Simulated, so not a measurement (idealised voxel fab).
The process module presented herein is designated voxel released beams.
Each square cell in cross-section cut measures 5 nm, and the section as a whole is 180 nm wide.
Bands, listed from the top down, are how a cross-section gets written in this document; the cross-section itself is a grid of square cells, and a band is one or more rows of them. Quick guide to a band line: top height, bottom height (nm) up front; then every material left to right with its width in nm. Only one material and it's marked "throughout"? Then it fills the band edge to edge. And "blank" just means empty space. Heights are measured from 0, the level below which the as-received wafer is all one material; the lowest band has no bottom and continues downward, written as in "0 down". Per-row width for "30 to 40": begins at first number (top row of band), ends at second number (bottom row), increment between rows held constant. Reading "nothing altered" for a step: not a cell of the cross-section changed in it. The label "Sealed-off cavities" introduces a list of the empty spaces, 8 cells or larger, that have no open way up to the top; each entry in it reads width x height at distance, where the distance is taken from the left edge and all three are stated in nm. Past the settings on a step's line: simulator remark, on that step. You can add "overlay nm" to a step's line. For a step with a mask, it describes how far the mask lay to the right of its planned position, and a negative number describes a lay to the left.
[Listed below are the process steps as planned]
1 op RECEIVE | material Si
2 op CONFORMAL_DEP | material Al2O3 | thk nm 5
3 op DIRECTIONAL_DEP | material SiO2 | thk nm 15
4 op DIRECTIONAL_DEP | material aC | thk nm 15
5 op PATTERN | tone open | mask id ANCHOR | material resist | width nm 30 | thk nm 35 | overlay nm 0
6 op DIRECTIONAL_ETCH | etch materials aC | depth nm 15
7 op STRIP | etch materials resist
8 op DIRECTIONAL_ETCH | etch materials SiO2 | depth nm 15
9 op STRIP | etch materials aC
10 op CONFORMAL_DEP | material polySi | thk nm 10
11 op MASKED_ETCH | tone cover | mask id BEAM | width nm 80 | etch materials polySi | depth nm 10 | overlay nm 0
12 op STRIP | etch materials SiO2
[Run as planned: first of two wafers]
[Wafer as received: cross-section following step 1]
* 0 down = Si throughout
* Sealed-off cavities: none
[The wafer in cross-section once step 2 is complete]
* 5 to 0 = Al2O3 throughout
* All layers under 0 are left as they were.
[The wafer in cross-section once step 3 is complete]
* 20 to 5 = SiO2 throughout
* All layers under 5 are left as they were.
[The wafer in cross-section once step 4 is complete]
* 35 to 20 = aC throughout
* All layers under 20 are left as they were.
[The wafer in cross-section once step 5 is complete]
* 70 to 35 = resist 50; blank 30; resist 100
* All layers under 35 are left as they were.
[The wafer in cross-section once step 6 is complete]
* 55 to 35 = resist 50; blank 30; resist 100
* 35 to 20 = aC 50; blank 30; aC 100
* All layers under 20 are left as they were.
[The wafer in cross-section once step 7 is complete]
* 35 to 20 = aC 50; blank 30; aC 100
* All layers under 20 are left as they were.
[The wafer in cross-section once step 8 is complete]
* 35 to 20 = aC 50; blank 30; aC 100
* 20 to 5 = SiO2 50; blank 30; SiO2 100
* All layers under 5 are left as they were.
[The wafer in cross-section once step 9 is complete]
* 20 to 5 = SiO2 50; blank 30; SiO2 100
* All layers under 5 are left as they were.
[The wafer in cross-section once step 10 is complete]
* 30 to 20 = polySi 60; blank 10; polySi 110
* 20 to 15 = SiO2 50; polySi 10; blank 10; polySi 10; SiO2 100
* 15 to 5 = SiO2 50; polySi 30; SiO2 100
* All layers under 5 are left as they were.
[The wafer in cross-section once step 11 is complete]
* 30 to 20 = blank 45; polySi 15; blank 10; polySi 55; blank 55
* All layers under 20 are left as they were.
[The wafer in cross-section once step 12 is complete]
* 30 to 20 = blank 45; polySi 15; blank 10; polySi 55; blank 55
* 20 to 15 = blank 50; polySi 10; blank 10; polySi 10; blank 100
* 15 to 5 = blank 50; polySi 30; blank 100
* All layers under 5 are left as they were.
[Now the other wafer: same start, same recipe, but we messed up one thing when running it. Up to and including step 10 it's the same as the first one]
[Planned end of step 11: second wafer, cross-section]
* 30 to 20 = polySi 45; blank 80; polySi 55
* 20 to 5 = SiO2 50; polySi 10; blank 10; polySi 10; SiO2 100
* All layers under 5 are left as they were.
[Planned end of step 12: second wafer, cross-section]
* 20 to 5 = blank 50; polySi 10; blank 10; polySi 10; blank 100
* All layers under 5 are left as they were.
Deviation from plan: note that step 11 departed from the planned setting and was carried out as op MASKED_ETCH | tone open | mask id BEAM | width nm 80 | etch materials polySi | depth nm 10 | overlay nm 0
Final tally in cells, some materials are higher or lower on the second wafer than on the first: polySi -32
